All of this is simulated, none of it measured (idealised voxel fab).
Documented hereafter: the process module known as voxel lift off.
Section shown: cut. Width: 180 nm. Cell size: 5 nm, square.
Throughout this document, each cross-section is represented as a grid of square cells and is presented as a sequence of bands enumerated from the top downward, where a band comprises one or more rows of cells. Each band's line starts with the height of the band's top and of its bottom, in nm. Then come its materials from left to right, each with its width in nm. One material with "all across" fills the band from edge to edge. "empty" is empty space. We count height from 0. Below that, the starting wafer is all one material. The lowest band never ends at the bottom but goes on down; see "0..down" for how that is written. It should be noted that a width expressed as "30..40" varies in equal increments from row to row of cells within the band, taking the value of the first number at the top row and that of the second number at the bottom row. Key: "identical to before" - step with no changed cell in the cross-section. In "Enclosed void entries" the enclosed voids are listed, meaning empty spaces of 8 cells or larger without any opening to the top. The form is width x height at distance, distance from the left edge, units nm. The remark found on a step's line after its settings is issued by the simulator itself and pertains to that step. If you see "overlay nm" on a step's line and that step has a mask, it's telling you how far right of where it was planned the mask ended up; a negative number means it went left instead.
SO HERE'S THE LINEUP OF PROCESS STEPS WE PLANNED
step 1: RECEIVE [material Si]
step 2: CONFORMAL_DEP [material SiN] [thk nm 5]
step 3: PATTERN [tone open] [mask id LINES] [material resist] [width nm 30] [pitch nm 45] [thk nm 20] [overlay nm -15]
step 4: DIRECTIONAL_DEP [material Ru] [thk nm 10]
step 5: STRIP [etch materials resist]
step 6: CONFORMAL_DEP [material SiCN] [thk nm 5]
The wafers are alike at the start. At step 3, their overlay nm differs. The plan lists the first wafer's value.
HERE'S THE FIRST OF THE WAFERS IN CROSS-SECTION, JUST AS WE GOT IT, I.E. AFTER STEP 1
- 0..down = Si all across
- Enclosed void entries: none
ROWS = WAFERS. AT MODULE END, EACH ROW LISTS PER MATERIAL THE CELLS GAINED (+) OR LOST (-) SINCE THE WAFER WAS RECEIVED, THEN THE CLOSED VOIDS
overlay nm -15, +36 Ru, +48 SiCN, +36 SiN, Enclosed void entries: none
overlay nm -10, +36 Ru, +48 SiCN, +36 SiN, Enclosed void entries: none
overlay nm -5, +36 Ru, +48 SiCN, +36 SiN, Enclosed void entries: none
overlay nm 0, +36 Ru, +48 SiCN, +36 SiN, Enclosed void entries: none
overlay nm 5, +36 Ru, +48 SiCN, +36 SiN, Enclosed void entries: none
overlay nm 10, +36 Ru, +48 SiCN, +36 SiN, Enclosed void entries: none
overlay nm 15, +36 Ru, +48 SiCN, +36 SiN, Enclosed void entries: none
